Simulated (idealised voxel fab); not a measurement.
The following process module bears the name voxel released beams.
The width of the displayed cross-section, cut, is 215 nm; its cells are square, with a size of 5 nm.
Bands, listed from the top down, are how a cross-section gets written in this document; the cross-section itself is a grid of square cells, and a band is one or more rows of them.
For a band, the entry starts with two heights in nm, that of the top and then that of the bottom, and carries on with the band's materials in order from left to right, each alongside its width in nm; the word "everywhere" beside a single material means it fills the band edge to edge, and "blank" means empty space.
Note: height 0 marks the level under which the wafer is uniformly one material as received. Lowest band unbounded below, written "z 0 and below".
The width entry "30..40" should be interpreted row by row: the top row of cells in the band takes the first number, the bottom row takes the second number, and the change between adjacent rows is uniform throughout.
Step marked "no change occurred"? Then no cell in the cross-section changed in it.
In the "Closed internal voids" entry, you get each enclosed empty space of 8 cells or more, one with no open way to the top, written width x height at distance, distance from the left edge, in nm.
Heads up: the bit after the settings on a step's line is the simulator's remark on that step.
The optional step-line setting "overlay nm" applies to steps with a mask and quantifies how far to the right of its planned location the mask lay, a negative value indicating leftward placement.
These are the steps we planned for the process
1 RECEIVE (material Si)
2 CONFORMAL_DEP (material Al2O3; thk nm 5)
3 DIRECTIONAL_DEP (material SiO2; thk nm 10)
4 PATTERN (tone open; mask id ANCHOR; material resist; width nm 45; thk nm 15; overlay nm 0)
5 DIRECTIONAL_ETCH (etch materials SiO2; depth nm 10)
6 STRIP (etch materials resist)
7 CONFORMAL_DEP (material polySi; thk nm 15)
8 PATTERN (tone cover; mask id BEAM; material resist; width nm 125; thk nm 15; overlay nm 0)
9 DIRECTIONAL_ETCH (etch materials polySi; depth nm 15)
10 STRIP (etch materials resist)
11 STRIP (etch materials SiO2)
First of two wafers: run as planned
Shown in cross-section is the wafer as received, that is, as it stands after step 1
z 0 and below | Si everywhere
Closed internal voids: none
The wafer, seen in cross-section, after step 2
z 5 to 0 | Al2O3 everywhere
Rest of section, below 0: as before.
The wafer, seen in cross-section, after step 3
z 15 to 5 | SiO2 everywhere
Rest of section, below 5: as before.
The wafer, seen in cross-section, after step 4
z 30 to 15 | resist 45 nm / blank 45 nm / resist 125 nm
Rest of section, below 15: as before.
The wafer, seen in cross-section, after step 5
z 30 to 15 | resist 45 nm / blank 45 nm / resist 125 nm
z 15 to 5 | SiO2 45 nm / blank 45 nm / SiO2 125 nm
Rest of section, below 5: as before.
The wafer, seen in cross-section, after step 6
z 15 to 5 | SiO2 45 nm / blank 45 nm / SiO2 125 nm
Rest of section, below 5: as before.
The wafer, seen in cross-section, after step 7
z 30 to 20 | polySi 60 nm / blank 15 nm / polySi 140 nm
z 20 to 15 | polySi everywhere
z 15 to 5 | SiO2 45 nm / polySi 45 nm / SiO2 125 nm
Rest of section, below 5: as before.
The wafer, seen in cross-section, after step 8
z 45 to 30 | blank 40 nm / resist 125 nm / blank 50 nm
z 30 to 20 | polySi 60 nm / resist 15 nm / polySi 140 nm
Rest of section, below 20: as before.
The wafer, seen in cross-section, after step 9
z 45 to 30 | blank 40 nm / resist 125 nm / blank 50 nm
z 30 to 20 | blank 40 nm / polySi 20 nm / resist 15 nm / polySi 90 nm / blank 50 nm
z 20 to 15 | blank 40 nm / polySi 125 nm / blank 50 nm
Rest of section, below 15: as before.
The wafer, seen in cross-section, after step 10
z 30 to 20 | blank 40 nm / polySi 20 nm / blank 15 nm / polySi 90 nm / blank 50 nm
Rest of section, below 20: as before.
The wafer, seen in cross-section, after step 11
z 30 to 20 | blank 40 nm / polySi 20 nm / blank 15 nm / polySi 90 nm / blank 50 nm
z 20 to 15 | blank 40 nm / polySi 125 nm / blank 50 nm
z 15 to 5 | blank 45 nm / polySi 45 nm / blank 125 nm
Rest of section, below 5: as before.
Second wafer - shared start and plan with the first - one error in running - same as the first up to step 6 inclusive
Cross-section: second wafer, time at which step 7 was scheduled to end
z 45 to 15 | polySi everywhere
z 15 to 5 | SiO2 45 nm / polySi 45 nm / SiO2 125 nm
Rest of section, below 5: as before.
Cross-section: second wafer, time at which step 8 was scheduled to end
z 60 to 45 | blank 40 nm / resist 125 nm / blank 50 nm
Rest of section, below 45: as before.
Cross-section: second wafer, time at which step 9 was scheduled to end
z 60 to 45 | blank 40 nm / resist 125 nm / blank 50 nm
z 45 to 30 | blank 40 nm / polySi 125 nm / blank 50 nm
Rest of section, below 30: as before.
Cross-section: second wafer, time at which step 10 was scheduled to end
z 45 to 30 | blank 40 nm / polySi 125 nm / blank 50 nm
Rest of section, below 30: as before.
Cross-section: second wafer, time at which step 11 was scheduled to end: no change occurred
Misprocessing identified: twice, step 7 of the plan was run
Wrapping up, a cell-based count of both wafers puts the second over or under the first for these materials: +68 SiO2 | +135 polySi
